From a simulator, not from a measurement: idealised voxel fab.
process module | voxel self aligned vias
cross-section cut | 180 nm wide | cells 5 nm
A cross-section is a grid of square cells, given in bands from the top down. A band is one or more rows of cells.
Each band's line starts with the height of the band's top and of its bottom, in nm. Then come its materials from left to right, each with its width in nm. One material with "throughout" fills the band from edge to edge. "air" is empty space.
Height 0 is the level under which the wafer as received is all one material. The lowest band goes on downwards, as in "0 down".
A width such as "30 to 40" changes by the same amount from each row of cells to the next, from the band's top row to its bottom row.
"no change" after a step means that no cell of the cross-section changed.
closed voids: empty space of 8 cells or more with no open way to the top, each as width x height at its distance from the left edge, in nm
after a step's settings: what the simulator itself notes on the step
overlay nm, on a step with a mask: how far to the right of its planned place the mask lay; to the left if negative
plan
1 op RECEIVE | material Si
2 op CONFORMAL_DEP | material SiO2 | thk nm 15
3 op CONFORMAL_DEP | material SiCN | thk nm 5
4 op DIRECTIONAL_DEP | material lowk | thk nm 25
5 op DIRECTIONAL_DEP | material aC | thk nm 10
6 op PATTERN | tone open | mask id LINES | material resist | width nm 20 | pitch nm 55 | thk nm 25 | overlay nm 0
7 op DIRECTIONAL_ETCH | etch materials aC | depth nm 10
8 op STRIP | etch materials resist
9 op DIRECTIONAL_ETCH | etch materials lowk | depth nm 25
10 op STRIP | etch materials aC
11 op CONFORMAL_DEP | material TiN | thk nm 5
12 op FILL_DEP | material Ru | thk nm 5
13 op CMP | height nm 45
14 op SELECTIVE_ETCH | etch materials W Ru TiN | depth nm 5
15 op FILL_DEP | material SiN | thk nm 10
16 op CMP | height nm 45
17 op DIRECTIONAL_DEP | material lowk | thk nm 15
18 op PATTERN | tone open | mask id VIAS | material resist | width nm 40 | pitch nm 55 | thk nm 15 | overlay nm 0
19 op DIRECTIONAL_ETCH | etch materials lowk | depth nm 15
20 op DIRECTIONAL_ETCH | etch materials SiN | depth nm 5
21 op STRIP | etch materials resist
22 op CONFORMAL_DEP | material TiN | thk nm 5
23 op FILL_DEP | material W | thk nm 10
24 op CMP | height nm 60
25 op CONFORMAL_DEP | material SiN | thk nm 5
first wafer, as planned
as received, after step 1
  0 down: Si throughout
  closed voids: none
after step 2
  15 to 0: SiO2 throughout
  below 0: unchanged
after step 3
  20 to 15: SiCN throughout
  below 15: unchanged
after step 4
  45 to 20: lowk throughout
  below 20: unchanged
after step 5
  55 to 45: aC throughout
  below 45: unchanged
after step 6
  80 to 55: resist 25 | air 20 | resist 35 | air 20 | resist 35 | air 20 | resist 25
  below 55: unchanged
after step 7
  70 to 55: resist 25 | air 20 | resist 35 | air 20 | resist 35 | air 20 | resist 25
  55 to 45: aC 25 | air 20 | aC 35 | air 20 | aC 35 | air 20 | aC 25
  below 45: unchanged
after step 8
  55 to 45: aC 25 | air 20 | aC 35 | air 20 | aC 35 | air 20 | aC 25
  below 45: unchanged
after step 9
  55 to 45: aC 25 | air 20 | aC 35 | air 20 | aC 35 | air 20 | aC 25
  45 to 20: lowk 25 | air 20 | lowk 35 | air 20 | lowk 35 | air 20 | lowk 25
  below 20: unchanged
after step 10
  45 to 20: lowk 25 | air 20 | lowk 35 | air 20 | lowk 35 | air 20 | lowk 25
  below 20: unchanged
after step 11
  50 to 45: TiN 30 | air 10 | TiN 45 | air 10 | TiN 45 | air 10 | TiN 30
  45 to 25: lowk 25 | TiN 5 | air 10 | TiN 5 | lowk 35 | TiN 5 | air 10 | TiN 5 | lowk 35 | TiN 5 | air 10 | TiN 5 | lowk 25
  25 to 20: lowk 25 | TiN 20 | lowk 35 | TiN 20 | lowk 35 | TiN 20 | lowk 25
  below 20: unchanged
after step 12
  55 to 50: Ru throughout
  50 to 45: TiN 30 | Ru 10 | TiN 45 | Ru 10 | TiN 45 | Ru 10 | TiN 30
  45 to 25: lowk 25 | TiN 5 | Ru 10 | TiN 5 | lowk 35 | TiN 5 | Ru 10 | TiN 5 | lowk 35 | TiN 5 | Ru 10 | TiN 5 | lowk 25
  below 25: unchanged
after step 13
  45 to 25: lowk 25 | TiN 5 | Ru 10 | TiN 5 | lowk 35 | TiN 5 | Ru 10 | TiN 5 | lowk 35 | TiN 5 | Ru 10 | TiN 5 | lowk 25
  below 25: unchanged
after step 14
  45 to 40: lowk 25 | air 20 | lowk 35 | air 20 | lowk 35 | air 20 | lowk 25
  below 40: unchanged
after step 15
  55 to 45: SiN throughout
  45 to 40: lowk 25 | SiN 20 | lowk 35 | SiN 20 | lowk 35 | SiN 20 | lowk 25
  below 40: unchanged
after step 16
  45 to 40: lowk 25 | SiN 20 | lowk 35 | SiN 20 | lowk 35 | SiN 20 | lowk 25
  below 40: unchanged
after step 17
  60 to 45: lowk throughout
  below 45: unchanged
after step 18
  75 to 60: resist 15 | air 40 | resist 15 | air 40 | resist 15 | air 40 | resist 15
  below 60: unchanged
after step 19
  75 to 60: resist 15 | air 40 | resist 15 | air 40 | resist 15 | air 40 | resist 15
  60 to 45: lowk 15 | air 40 | lowk 15 | air 40 | lowk 15 | air 40 | lowk 15
  below 45: unchanged
after step 20
  75 to 60: resist 15 | air 40 | resist 15 | air 40 | resist 15 | air 40 | resist 15
  60 to 45: lowk 15 | air 40 | lowk 15 | air 40 | lowk 15 | air 40 | lowk 15
  45 to 40: lowk 25 | air 20 | lowk 35 | air 20 | lowk 35 | air 20 | lowk 25
  below 40: unchanged
after step 21
  60 to 45: lowk 15 | air 40 | lowk 15 | air 40 | lowk 15 | air 40 | lowk 15
  below 45: unchanged
after step 22
  65 to 60: TiN 20 | air 30 | TiN 25 | air 30 | TiN 25 | air 30 | TiN 20
  60 to 50: lowk 15 | TiN 5 | air 30 | TiN 5 | lowk 15 | TiN 5 | air 30 | TiN 5 | lowk 15 | TiN 5 | air 30 | TiN 5 | lowk 15
  50 to 45: lowk 15 | TiN 15 | air 10 | TiN 15 | lowk 15 | TiN 15 | air 10 | TiN 15 | lowk 15 | TiN 15 | air 10 | TiN 15 | lowk 15
  45 to 40: lowk 25 | TiN 20 | lowk 35 | TiN 20 | lowk 35 | TiN 20 | lowk 25
  below 40: unchanged
after step 23
  75 to 65: W throughout
  65 to 60: TiN 20 | W 30 | TiN 25 | W 30 | TiN 25 | W 30 | TiN 20
  60 to 50: lowk 15 | TiN 5 | W 30 | TiN 5 | lowk 15 | TiN 5 | W 30 | TiN 5 | lowk 15 | TiN 5 | W 30 | TiN 5 | lowk 15
  50 to 45: lowk 15 | TiN 15 | W 10 | TiN 15 | lowk 15 | TiN 15 | W 10 | TiN 15 | lowk 15 | TiN 15 | W 10 | TiN 15 | lowk 15
  below 45: unchanged
after step 24
  60 to 50: lowk 15 | TiN 5 | W 30 | TiN 5 | lowk 15 | TiN 5 | W 30 | TiN 5 | lowk 15 | TiN 5 | W 30 | TiN 5 | lowk 15
  below 50: unchanged
after step 25
  65 to 60: SiN throughout
  below 60: unchanged
second wafer: like start, like plan, one mistake. Through step 1 it matches the first wafer
when step 2 should have ended
  30 to 0: SiO2 throughout
  below 0: unchanged
when step 3 should have ended
  35 to 30: SiCN throughout
  below 30: unchanged
when step 4 should have ended
  60 to 35: lowk throughout
  below 35: unchanged
when step 5 should have ended
  70 to 60: aC throughout
  below 60: unchanged
when step 6 should have ended
  95 to 70: resist 25 | air 20 | resist 35 | air 20 | resist 35 | air 20 | resist 25
  below 70: unchanged
when step 7 should have ended
  85 to 70: resist 25 | air 20 | resist 35 | air 20 | resist 35 | air 20 | resist 25
  70 to 60: aC 25 | air 20 | aC 35 | air 20 | aC 35 | air 20 | aC 25
  below 60: unchanged
when step 8 should have ended
  70 to 60: aC 25 | air 20 | aC 35 | air 20 | aC 35 | air 20 | aC 25
  below 60: unchanged
when step 9 should have ended
  70 to 60: aC 25 | air 20 | aC 35 | air 20 | aC 35 | air 20 | aC 25
  60 to 35: lowk 25 | air 20 | lowk 35 | air 20 | lowk 35 | air 20 | lowk 25
  below 35: unchanged
when step 10 should have ended
  60 to 35: lowk 25 | air 20 | lowk 35 | air 20 | lowk 35 | air 20 | lowk 25
  below 35: unchanged
when step 11 should have ended
  65 to 60: TiN 30 | air 10 | TiN 45 | air 10 | TiN 45 | air 10 | TiN 30
  60 to 40: lowk 25 | TiN 5 | air 10 | TiN 5 | lowk 35 | TiN 5 | air 10 | TiN 5 | lowk 35 | TiN 5 | air 10 | TiN 5 | lowk 25
  40 to 35: lowk 25 | TiN 20 | lowk 35 | TiN 20 | lowk 35 | TiN 20 | lowk 25
  below 35: unchanged
when step 12 should have ended
  70 to 65: Ru throughout
  65 to 60: TiN 30 | Ru 10 | TiN 45 | Ru 10 | TiN 45 | Ru 10 | TiN 30
  60 to 40: lowk 25 | TiN 5 | Ru 10 | TiN 5 | lowk 35 | TiN 5 | Ru 10 | TiN 5 | lowk 35 | TiN 5 | Ru 10 | TiN 5 | lowk 25
  below 40: unchanged
when step 13 should have ended
  45 to 40: lowk 25 | TiN 5 | Ru 10 | TiN 5 | lowk 35 | TiN 5 | Ru 10 | TiN 5 | lowk 35 | TiN 5 | Ru 10 | TiN 5 | lowk 25
  below 40: unchanged
when step 14 should have ended
  45 to 40: lowk 25 | air 20 | lowk 35 | air 20 | lowk 35 | air 20 | lowk 25
  below 40: unchanged
when step 15 should have ended
  55 to 45: SiN throughout
  45 to 40: lowk 25 | SiN 20 | lowk 35 | SiN 20 | lowk 35 | SiN 20 | lowk 25
  below 40: unchanged
when step 16 should have ended
  45 to 40: lowk 25 | SiN 20 | lowk 35 | SiN 20 | lowk 35 | SiN 20 | lowk 25
  below 40: unchanged
when step 17 should have ended
  60 to 45: lowk throughout
  below 45: unchanged
when step 18 should have ended
  75 to 60: resist 15 | air 40 | resist 15 | air 40 | resist 15 | air 40 | resist 15
  below 60: unchanged
when step 19 should have ended
  75 to 60: resist 15 | air 40 | resist 15 | air 40 | resist 15 | air 40 | resist 15
  60 to 45: lowk 15 | air 40 | lowk 15 | air 40 | lowk 15 | air 40 | lowk 15
  below 45: unchanged
when step 20 should have ended
  75 to 60: resist 15 | air 40 | resist 15 | air 40 | resist 15 | air 40 | resist 15
  60 to 45: lowk 15 | air 40 | lowk 15 | air 40 | lowk 15 | air 40 | lowk 15
  45 to 40: lowk 25 | air 20 | lowk 35 | air 20 | lowk 35 | air 20 | lowk 25
  below 40: unchanged
when step 21 should have ended
  60 to 45: lowk 15 | air 40 | lowk 15 | air 40 | lowk 15 | air 40 | lowk 15
  below 45: unchanged
when step 22 should have ended
  65 to 60: TiN 20 | air 30 | TiN 25 | air 30 | TiN 25 | air 30 | TiN 20
  60 to 50: lowk 15 | TiN 5 | air 30 | TiN 5 | lowk 15 | TiN 5 | air 30 | TiN 5 | lowk 15 | TiN 5 | air 30 | TiN 5 | lowk 15
  50 to 45: lowk 15 | TiN 15 | air 10 | TiN 15 | lowk 15 | TiN 15 | air 10 | TiN 15 | lowk 15 | TiN 15 | air 10 | TiN 15 | lowk 15
  45 to 35: lowk 25 | TiN 20 | lowk 35 | TiN 20 | lowk 35 | TiN 20 | lowk 25
  below 35: unchanged
when step 23 should have ended
  75 to 65: W throughout
  65 to 60: TiN 20 | W 30 | TiN 25 | W 30 | TiN 25 | W 30 | TiN 20
  60 to 50: lowk 15 | TiN 5 | W 30 | TiN 5 | lowk 15 | TiN 5 | W 30 | TiN 5 | lowk 15 | TiN 5 | W 30 | TiN 5 | lowk 15
  50 to 45: lowk 15 | TiN 15 | W 10 | TiN 15 | lowk 15 | TiN 15 | W 10 | TiN 15 | lowk 15 | TiN 15 | W 10 | TiN 15 | lowk 15
  below 45: unchanged
when step 24 should have ended
  60 to 50: lowk 15 | TiN 5 | W 30 | TiN 5 | lowk 15 | TiN 5 | W 30 | TiN 5 | lowk 15 | TiN 5 | W 30 | TiN 5 | lowk 15
  below 50: unchanged
when step 25 should have ended
  65 to 60: SiN throughout
  below 60: unchanged
what went wrong: step 2 was run twice
at the end the second wafer has, in cells: 18 fewer of Ru | 108 more of SiO2 | 18 fewer of TiN | 72 fewer of lowk
